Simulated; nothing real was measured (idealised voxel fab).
process module | voxel wiring stack
cross-section cut | 205 nm wide | cells 5 nm
A cross-section is a grid of square cells, given in bands from the top down. A band is one or more rows of cells.
Each band's line starts with the height of the band's top and of its bottom, in nm. Then come its materials from left to right, each with its width in nm. One material with "throughout" fills the band from edge to edge. "air" is empty space.
Height 0 is the level under which the wafer as received is all one material. The lowest band goes on downwards, as in "0 down".
A width such as "30 to 40" changes by the same amount from each row of cells to the next, from the band's top row to its bottom row.
"no change" after a step means that no cell of the cross-section changed.
closed voids: empty space of 8 cells or more with no open way to the top, each as width x height at its distance from the left edge, in nm
after a step's settings: what the simulator itself notes on the step
overlay nm, on a step with a mask: how far to the right of its planned place the mask lay; to the left if negative
plan
1 op RECEIVE | material Si
2 op CONFORMAL_DEP | material SiO2 | thk nm 15
3 op DIRECTIONAL_DEP | material TiN | thk nm 5
4 op DIRECTIONAL_DEP | material W | thk nm 25
5 op DIRECTIONAL_DEP | material aC | thk nm 15
6 op PATTERN | tone cover | mask id METAL_1 | material resist | width nm 20 | pitch nm 40 | thk nm 30 | overlay nm 0
7 op DIRECTIONAL_ETCH | etch materials aC | depth nm 15
8 op STRIP | etch materials resist
9 op DIRECTIONAL_ETCH | etch materials W | depth nm 25
10 op DIRECTIONAL_ETCH | etch materials TiN | depth nm 5
11 op STRIP | etch materials aC
12 op CONFORMAL_DEP | material SiCN | thk nm 5
13 op FILL_DEP | material SiO2 | thk nm 5
14 op CMP | height nm 45
15 op CONFORMAL_DEP | material SiCN | thk nm 5
16 op DIRECTIONAL_DEP | material lowk | thk nm 30
17 op MASKED_ETCH | tone open | mask id METAL_2_HOLES | width nm 15 | pitch nm 80 | etch materials lowk | depth nm 30 | overlay nm 0
18 op PATTERN | tone open | mask id METAL_2 | material resist | width nm 20 | pitch nm 40 | thk nm 20 | overlay nm 0
19 op DIRECTIONAL_ETCH | etch materials lowk | depth nm 15
20 op DIRECTIONAL_ETCH | etch materials SiCN | depth nm 5
21 op STRIP | etch materials resist
22 op CONFORMAL_DEP | material TiN | thk nm 5
23 op FILL_DEP | material Cu | thk nm 5
24 op CMP | height nm 80
25 op CONFORMAL_DEP | material SiCN | thk nm 5
26 op DIRECTIONAL_DEP | material SiO2 | thk nm 30
27 op MASKED_ETCH | tone open | mask id METAL_3 | width nm 20 | pitch nm 40 | etch materials SiO2 | depth nm 15 | overlay nm 0
28 op MASKED_ETCH | tone open | mask id METAL_3_HOLES | width nm 15 | pitch nm 80 | etch materials SiO2 | depth nm 15 | overlay nm 0
29 op MASKED_ETCH | tone open | mask id METAL_3_HOLES | width nm 15 | pitch nm 80 | etch materials SiCN | depth nm 5 | overlay nm 0
30 op CONFORMAL_DEP | material TiN | thk nm 5
31 op FILL_DEP | material Ru | thk nm 5
32 op CMP | height nm 115
33 op CONFORMAL_DEP | material SiCN | thk nm 5
34 op DIRECTIONAL_DEP | material SiO2 | thk nm 25
35 op MASKED_ETCH | tone open | mask id METAL_4 | width nm 20 | pitch nm 40 | etch materials SiO2 | depth nm 15 | overlay nm 0
36 op PATTERN | tone open | mask id METAL_4_HOLES | material resist | width nm 15 | pitch nm 80 | thk nm 20 | overlay nm 0
37 op DIRECTIONAL_ETCH | etch materials SiO2 | depth nm 10
38 op DIRECTIONAL_ETCH | etch materials SiCN | depth nm 5
39 op STRIP | etch materials resist
40 op CONFORMAL_DEP | material TiN | thk nm 5
41 op FILL_DEP | material Ru | thk nm 10
42 op CMP | height nm 145
43 op CONFORMAL_DEP | material SiN | thk nm 5
as received, after step 1
  0 down: Si throughout
  closed voids: none
a wafer at the end: this start, this plan, one mistake
  150 to 145: SiN throughout
  145 to 135: SiO2 30 | TiN 5 | Ru 10 | TiN 5 | SiO2 20 | TiN 5 | Ru 10 | TiN 5 | SiO2 20 | TiN 5 | Ru 10 | TiN 5 | SiO2 20 | TiN 5 | Ru 10 | TiN 5 | SiO2 35
  135 to 130: SiO2 30 | TiN 5 | Ru 5 | TiN 10 | SiO2 20 | TiN 20 | SiO2 20 | TiN 5 | Ru 5 | TiN 10 | SiO2 20 | TiN 20 | SiO2 35
  130 to 120: SiO2 30 | TiN 5 | Ru 5 | TiN 5 | SiO2 65 | TiN 5 | Ru 5 | TiN 5 | SiO2 80
  120 to 115: SiCN 30 | TiN 15 | SiCN 65 | TiN 15 | SiCN 80
  115 to 105: SiO2 30 | TiN 5 | Ru 10 | TiN 5 | SiO2 20 | TiN 5 | Ru 10 | TiN 5 | SiO2 20 | TiN 5 | Ru 10 | TiN 5 | SiO2 20 | TiN 5 | Ru 10 | TiN 5 | SiO2 35
  105 to 100: SiO2 30 | TiN 5 | Ru 5 | TiN 10 | SiO2 20 | TiN 20 | SiO2 20 | TiN 5 | Ru 5 | TiN 10 | SiO2 20 | TiN 20 | SiO2 35
  100 to 85: SiO2 30 | TiN 5 | Ru 5 | TiN 5 | SiO2 65 | TiN 5 | Ru 5 | TiN 5 | SiO2 80
  85 to 80: SiCN 30 | TiN 15 | SiCN 65 | TiN 15 | SiCN 80
  80 to 70: lowk 30 | TiN 5 | Cu 10 | TiN 5 | lowk 20 | TiN 5 | Cu 10 | TiN 5 | lowk 20 | TiN 5 | Cu 10 | TiN 5 | lowk 20 | TiN 5 | Cu 10 | TiN 5 | lowk 35
  70 to 65: lowk 30 | TiN 5 | Cu 5 | TiN 10 | lowk 20 | TiN 20 | lowk 20 | TiN 5 | Cu 5 | TiN 10 | lowk 20 | TiN 20 | lowk 35
  65 to 50: lowk 30 | TiN 5 | Cu 5 | TiN 5 | lowk 65 | TiN 5 | Cu 5 | TiN 5 | lowk 80
  50 to 45: SiCN 30 | TiN 15 | SiCN 65 | TiN 15 | SiCN 80
  45 to 30: SiO2 15 | SiCN 15 | W 20 | SiCN 20 | W 20 | SiCN 20 | W 20 | SiCN 20 | W 20 | SiCN 15 | SiO2 20
  30 to 20: SiCN 30 | W 20 | SiCN 20 | W 20 | SiCN 20 | W 20 | SiCN 20 | W 20 | SiCN 35
  20 to 15: SiCN 30 | TiN 20 | SiCN 20 | TiN 20 | SiCN 20 | TiN 20 | SiCN 20 | TiN 20 | SiCN 35
  15 to 0: SiO2 throughout
  0 down: Si throughout
  closed voids: none
what went wrong: step 12 ran as: op CONFORMAL_DEP | material SiCN | thk nm 15
